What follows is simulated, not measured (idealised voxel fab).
A process module follows: voxel wiring stack.
cross-section cut | 140 nm wide | cells 5 nm
Bands, listed from the top down, are how a cross-section gets written in this document; the cross-section itself is a grid of square cells, and a band is one or more rows of them.
First you get the band's top height and its bottom height, in nm, and then the materials it's made of, left to right, with each width in nm. If you see a single material with "edge to edge", that one covers the band edge to edge. "empty" is empty space.
Zero point of the height axis is 0; under it, received wafer = one material. Lowest band: continues down indefinitely, "0 nm and below".
Think of "30->40" as a width that walks from the first number to the second as you go down the band, top row to bottom row, taking equal-sized steps from row to row.
What does "no modifications" mean for a step? It means no cell of the cross-section changed in that step.
"Encapsulated voids" - sealed voids, min. 8 cells, no opening to top; format: width x height at distance (distance from left edge; nm throughout).
Formally, on a step line, whatever follows the settings is a remark that the simulator itself makes on the step.
Regarding "overlay nm": on a step with a mask, it is the distance the mask lay to the right of its planned place; a negative value places it to the left.
**Process steps - plan**
- 1: RECEIVE,material Si
- 2: CONFORMAL_DEP,material SiO2,thk nm 10
- 3: CONFORMAL_DEP,material SiN,thk nm 5
- 4: DIRECTIONAL_DEP,material lowk,thk nm 15
- 5: PATTERN,tone open,mask id METAL_1,material resist,width nm 30,pitch nm 50,thk nm 20,overlay nm 0
- 6: DIRECTIONAL_ETCH,etch materials lowk,depth nm 15
- 7: DIRECTIONAL_ETCH,etch materials SiN,depth nm 5
- 8: STRIP,etch materials resist
- 9: CONFORMAL_DEP,material TiN,thk nm 5
- 10: FILL_DEP,material Cu,thk nm 5
- 11: CMP,height nm 30
- 12: CONFORMAL_DEP,material SiCN,thk nm 5
- 13: DIRECTIONAL_DEP,material SiO2,thk nm 30
- 14: MASKED_ETCH,tone open,mask id METAL_2_HOLES,width nm 15,pitch nm 50,etch materials SiO2,depth nm 30,overlay nm 0
- 15: DIRECTIONAL_DEP,material aC,thk nm 15
- 16: PATTERN,tone open,mask id METAL_2,material resist,width nm 30,pitch nm 50,thk nm 30,overlay nm 0
- 17: DIRECTIONAL_ETCH,etch materials aC,depth nm 15
- 18: STRIP,etch materials resist
- 19: DIRECTIONAL_ETCH,etch materials SiO2,depth nm 15
- 20: DIRECTIONAL_ETCH,etch materials SiCN,depth nm 5
- 21: STRIP,etch materials aC
- 22: CONFORMAL_DEP,material TiN,thk nm 5
- 23: FILL_DEP,material Cu,thk nm 5
- 24: CMP,height nm 65
- 25: CONFORMAL_DEP,material SiCN,thk nm 5
- 26: DIRECTIONAL_DEP,material lowk,thk nm 10
- 27: PATTERN,tone open,mask id PLUG_2,material resist,width nm 15,pitch nm 50,thk nm 15,overlay nm 0
- 28: DIRECTIONAL_ETCH,etch materials lowk,depth nm 10
- 29: DIRECTIONAL_ETCH,etch materials SiCN,depth nm 5
- 30: STRIP,etch materials resist
- 31: EPI,material Ru,thk nm 10
- 32: EPI,material Ru,thk nm 5
- 33: CONFORMAL_DEP,material SiCN,thk nm 5
- 34: DIRECTIONAL_DEP,material lowk,thk nm 15
- 35: PATTERN,tone open,mask id METAL_3,material resist,width nm 30,pitch nm 50,thk nm 20,overlay nm 0
- 36: DIRECTIONAL_ETCH,etch materials lowk,depth nm 15
- 37: DIRECTIONAL_ETCH,etch materials SiCN,depth nm 5
- 38: STRIP,etch materials resist
- 39: CONFORMAL_DEP,material TiN,thk nm 5
- 40: FILL_DEP,material Ru,thk nm 5
- 41: CMP,height nm 100
- 42: EPI,material Ru,thk nm 5
- 43: FILL_DEP,material SiCN,thk nm 5
- 44: DIRECTIONAL_DEP,material lowk,thk nm 30
- 45: PATTERN,tone open,mask id METAL_4_HOLES,material resist,width nm 15,thk nm 20,overlay nm 0
- 46: DIRECTIONAL_ETCH,etch materials lowk,depth nm 30
- 47: STRIP,etch materials resist
- 48: PATTERN,tone open,mask id METAL_4,material resist,width nm 30,pitch nm 50,thk nm 15,overlay nm 0
- 49: DIRECTIONAL_ETCH,etch materials lowk,depth nm 15
- 50: DIRECTIONAL_ETCH,etch materials SiCN,depth nm 5
- 51: STRIP,etch materials resist
- 52: CONFORMAL_DEP,material TiN,thk nm 5
- 53: FILL_DEP,material Cu,thk nm 10
- 54: CMP,height nm 140
- 55: CONFORMAL_DEP,material SiN,thk nm 5
**Received-state cross-section, reflecting completion of step 1**
	0 nm and below  Si edge to edge
	Encapsulated voids: none
**Cross-section: first of two wafers, module finished, run according to plan**
	145 nm to 140 nm  SiN edge to edge
	140 nm to 130 nm  30 nm lowk | 5 nm TiN | 20 nm Cu | 5 nm TiN | 20 nm lowk | 5 nm TiN | 20 nm Cu | 5 nm TiN | 30 nm lowk
	130 nm to 125 nm  30 nm lowk | 5 nm TiN | 5 nm Cu | 20 nm TiN | 20 nm lowk | 30 nm TiN | 30 nm lowk
	125 nm to 110 nm  30 nm lowk | 5 nm TiN | 5 nm Cu | 5 nm TiN | 95 nm lowk
	110 nm to 105 nm  30 nm SiCN | 15 nm TiN | 95 nm SiCN
	105 nm to 100 nm  25 nm SiCN | 40 nm Ru | 10 nm SiCN | 40 nm Ru | 25 nm SiCN
	100 nm to 85 nm  30 nm lowk | 5 nm TiN | 20 nm Ru | 5 nm TiN | 20 nm lowk | 5 nm TiN | 20 nm Ru | 5 nm TiN | 30 nm lowk
	85 nm to 80 nm  30 nm SiCN | 30 nm TiN | 20 nm SiCN | 30 nm TiN | 30 nm SiCN
	80 nm to 70 nm  30 nm lowk | 15 nm Ru | 35 nm lowk | 15 nm Ru | 45 nm lowk
	70 nm to 65 nm  30 nm SiCN | 15 nm Ru | 35 nm SiCN | 15 nm Ru | 45 nm SiCN
	65 nm to 55 nm  30 nm SiO2 | 5 nm TiN | 20 nm Cu | 5 nm TiN | 20 nm SiO2 | 5 nm TiN | 20 nm Cu | 5 nm TiN | 30 nm SiO2
	55 nm to 50 nm  30 nm SiO2 | 5 nm TiN | 5 nm Cu | 20 nm TiN | 20 nm SiO2 | 5 nm TiN | 5 nm Cu | 20 nm TiN | 30 nm SiO2
	50 nm to 35 nm  30 nm SiO2 | 5 nm TiN | 5 nm Cu | 5 nm TiN | 35 nm SiO2 | 5 nm TiN | 5 nm Cu | 5 nm TiN | 45 nm SiO2
	35 nm to 30 nm  30 nm SiCN | 15 nm TiN | 35 nm SiCN | 15 nm TiN | 45 nm SiCN
	30 nm to 15 nm  30 nm lowk | 5 nm TiN | 20 nm Cu | 5 nm TiN | 20 nm lowk | 5 nm TiN | 20 nm Cu | 5 nm TiN | 30 nm lowk
	15 nm to 10 nm  30 nm SiN | 30 nm TiN | 20 nm SiN | 30 nm TiN | 30 nm SiN
	10 nm to 0 nm  SiO2 edge to edge
	0 nm and below  Si edge to edge
	Encapsulated voids: none
**Cross-sectional image of the second wafer of the two following completion of the module. Starting state and process plan were the same as for the first wafer; one execution error occurred**
	145 nm to 140 nm  SiN edge to edge
	140 nm to 130 nm  30 nm lowk | 5 nm TiN | 20 nm Cu | 5 nm TiN | 20 nm lowk | 5 nm TiN | 20 nm Cu | 5 nm TiN | 30 nm lowk
	130 nm to 125 nm  30 nm lowk | 5 nm TiN | 5 nm Cu | 20 nm TiN | 20 nm lowk | 30 nm TiN | 30 nm lowk
	125 nm to 110 nm  30 nm lowk | 5 nm TiN | 5 nm Cu | 5 nm TiN | 95 nm lowk
	110 nm to 105 nm  30 nm SiCN | 15 nm TiN | 95 nm SiCN
	105 nm to 100 nm  25 nm SiCN | 40 nm Ru | 10 nm SiCN | 40 nm Ru | 25 nm SiCN
	100 nm to 85 nm  30 nm lowk | 5 nm TiN | 20 nm Ru | 5 nm TiN | 20 nm lowk | 5 nm TiN | 20 nm Ru | 5 nm TiN | 30 nm lowk
	85 nm to 80 nm  30 nm SiCN | 30 nm TiN | 20 nm SiCN | 30 nm TiN | 30 nm SiCN
	80 nm to 70 nm  30 nm lowk | 15 nm Ru | 35 nm lowk | 15 nm Ru | 45 nm lowk
	70 nm to 65 nm  30 nm SiCN | 15 nm Ru | 35 nm SiCN | 15 nm Ru | 45 nm SiCN
	65 nm to 55 nm  30 nm SiO2 | 5 nm TiN | 20 nm Cu | 5 nm TiN | 20 nm SiO2 | 5 nm TiN | 20 nm Cu | 5 nm TiN | 30 nm SiO2
	55 nm to 50 nm  30 nm SiO2 | 5 nm TiN | 5 nm Cu | 20 nm TiN | 20 nm SiO2 | 5 nm TiN | 5 nm Cu | 20 nm TiN | 30 nm SiO2
	50 nm to 35 nm  30 nm SiO2 | 5 nm TiN | 5 nm Cu | 5 nm TiN | 35 nm SiO2 | 5 nm TiN | 5 nm Cu | 5 nm TiN | 45 nm SiO2
	35 nm to 30 nm  30 nm SiCN | 15 nm TiN | 35 nm SiCN | 15 nm TiN | 45 nm SiCN
	30 nm to 15 nm  35 nm lowk | 5 nm TiN | 20 nm Cu | 5 nm TiN | 20 nm lowk | 5 nm TiN | 20 nm Cu | 5 nm TiN | 25 nm lowk
	15 nm to 10 nm  35 nm SiN | 30 nm TiN | 20 nm SiN | 30 nm TiN | 25 nm SiN
	10 nm to 0 nm  SiO2 edge to edge
	0 nm and below  Si edge to edge
	Encapsulated voids: none
So what did we get wrong on this run? step 5 deviated from plan and actually ran as PATTERN,tone open,mask id METAL_1,material resist,width nm 30,pitch nm 50,thk nm 20,overlay nm 5
When the process is done, the second wafer contains the same cell count of every material as the first wafer, but distributed over other locations.
